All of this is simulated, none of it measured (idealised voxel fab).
process module | voxel self aligned contacts
cross-section cut | 235 nm wide | cells 5 nm
A cross-section is a grid of square cells, given in bands from the top down. A band is one or more rows of cells.
Each band's line starts with the height of the band's top and of its bottom, in nm. Then come its materials from left to right, each with its width in nm. One material with "throughout" fills the band from edge to edge. "air" is empty space.
Height 0 is the level under which the wafer as received is all one material. The lowest band goes on downwards, as in "0 down".
A width such as "30 to 40" changes by the same amount from each row of cells to the next, from the band's top row to its bottom row.
"no change" after a step means that no cell of the cross-section changed.
closed voids: empty space of 8 cells or more with no open way to the top, each as width x height at its distance from the left edge, in nm
after a step's settings: what the simulator itself notes on the step
overlay nm, on a step with a mask: how far to the right of its planned place the mask lay; to the left if negative
plan
1 op RECEIVE | material Si
2 op OXIDIZE | depth nm 5
3 op DIRECTIONAL_DEP | material polySi | thk nm 25
4 op DIRECTIONAL_DEP | material SiN | thk nm 15
5 op PATTERN | tone cover | mask id GATE | material resist | width nm 25 | pitch nm 60 | thk nm 15 | overlay nm 0
6 op DIRECTIONAL_ETCH | etch materials SiN | depth nm 15
7 op DIRECTIONAL_ETCH | etch materials polySi | depth nm 25
8 op STRIP | etch materials resist
9 op CONFORMAL_DEP | material SiN | thk nm 5
10 op DIRECTIONAL_ETCH | etch materials SiN | depth nm 5
11 op FILL_DEP | material SiO2 | thk nm 15
12 op CMP | height nm 50
13 op MASKED_ETCH | tone open | mask id CONTACT | width nm 45 | etch materials SiO2 | depth nm 55 | overlay nm 0
14 op CONFORMAL_DEP | material TiN | thk nm 5
15 op FILL_DEP | material Ru | thk nm 10
16 op CMP | height nm 50
17 op CONFORMAL_DEP | material SiN | thk nm 5
first wafer, as planned
as received, after step 1
  0 down: Si throughout
  closed voids: none
after step 2
  0 to -5: SiO2 throughout
  below -5: unchanged
after step 3
  25 to 0: polySi throughout
  below 0: unchanged
after step 4
  40 to 25: SiN throughout
  below 25: unchanged
after step 5
  55 to 40: air 75 | resist 25 | air 35 | resist 25 | air 75
  below 40: unchanged
after step 6
  55 to 40: air 75 | resist 25 | air 35 | resist 25 | air 75
  40 to 25: air 75 | SiN 25 | air 35 | SiN 25 | air 75
  below 25: unchanged
after step 7
  55 to 40: air 75 | resist 25 | air 35 | resist 25 | air 75
  40 to 25: air 75 | SiN 25 | air 35 | SiN 25 | air 75
  25 to 0: air 75 | polySi 25 | air 35 | polySi 25 | air 75
  below 0: unchanged
after step 8
  40 to 25: air 75 | SiN 25 | air 35 | SiN 25 | air 75
  below 25: unchanged
after step 9
  45 to 25: air 70 | SiN 35 | air 25 | SiN 35 | air 70
  25 to 5: air 70 | SiN 5 | polySi 25 | SiN 5 | air 25 | SiN 5 | polySi 25 | SiN 5 | air 70
  5 to 0: SiN 75 | polySi 25 | SiN 35 | polySi 25 | SiN 75
  below 0: unchanged
after step 10
  40 to 25: air 70 | SiN 35 | air 25 | SiN 35 | air 70
  25 to 0: air 70 | SiN 5 | polySi 25 | SiN 5 | air 25 | SiN 5 | polySi 25 | SiN 5 | air 70
  below 0: unchanged
after step 11
  55 to 40: SiO2 throughout
  40 to 25: SiO2 70 | SiN 35 | SiO2 25 | SiN 35 | SiO2 70
  25 to 0: SiO2 70 | SiN 5 | polySi 25 | SiN 5 | SiO2 25 | SiN 5 | polySi 25 | SiN 5 | SiO2 70
  below 0: unchanged
after step 12
  50 to 40: SiO2 throughout
  below 40: unchanged
after step 13
  50 to 40: SiO2 95 | air 45 | SiO2 95
  40 to 25: SiO2 70 | SiN 35 | air 25 | SiN 35 | SiO2 70
  25 to 0: SiO2 70 | SiN 5 | polySi 25 | SiN 5 | air 25 | SiN 5 | polySi 25 | SiN 5 | SiO2 70
  0 to -5: SiO2 105 | air 25 | SiO2 105
  below -5: unchanged
after step 14
  55 to 50: TiN 100 | air 35 | TiN 100
  50 to 40: SiO2 95 | TiN 5 to 15 | air 35 to 15 | TiN 5 to 15 | SiO2 95
  40 to 25: SiO2 70 | SiN 35 | TiN 5 | air 15 | TiN 5 | SiN 35 | SiO2 70
  25 to 0: SiO2 70 | SiN 5 | polySi 25 | SiN 5 | TiN 5 | air 15 | TiN 5 | SiN 5 | polySi 25 | SiN 5 | SiO2 70
  0 to -5: SiO2 105 | TiN 25 | SiO2 105
  below -5: unchanged
after step 15
  65 to 55: Ru throughout
  55 to 50: TiN 100 | Ru 35 | TiN 100
  50 to 40: SiO2 95 | TiN 5 to 15 | Ru 35 to 15 | TiN 5 to 15 | SiO2 95
  40 to 25: SiO2 70 | SiN 35 | TiN 5 | Ru 15 | TiN 5 | SiN 35 | SiO2 70
  25 to 0: SiO2 70 | SiN 5 | polySi 25 | SiN 5 | TiN 5 | Ru 15 | TiN 5 | SiN 5 | polySi 25 | SiN 5 | SiO2 70
  below 0: unchanged
after step 16
  50 to 40: SiO2 95 | TiN 5 to 15 | Ru 35 to 15 | TiN 5 to 15 | SiO2 95
  below 40: unchanged
after step 17
  55 to 50: SiN throughout
  below 50: unchanged
second wafer: like start, like plan, one mistake. Through step 15 it matches the first wafer
when step 16 should have ended: no change
when step 17 should have ended
  70 to 65: SiN throughout
  below 65: unchanged
what went wrong: step 16 was left out
at the end the second wafer has, in cells: 101 more of Ru | 40 more of TiN
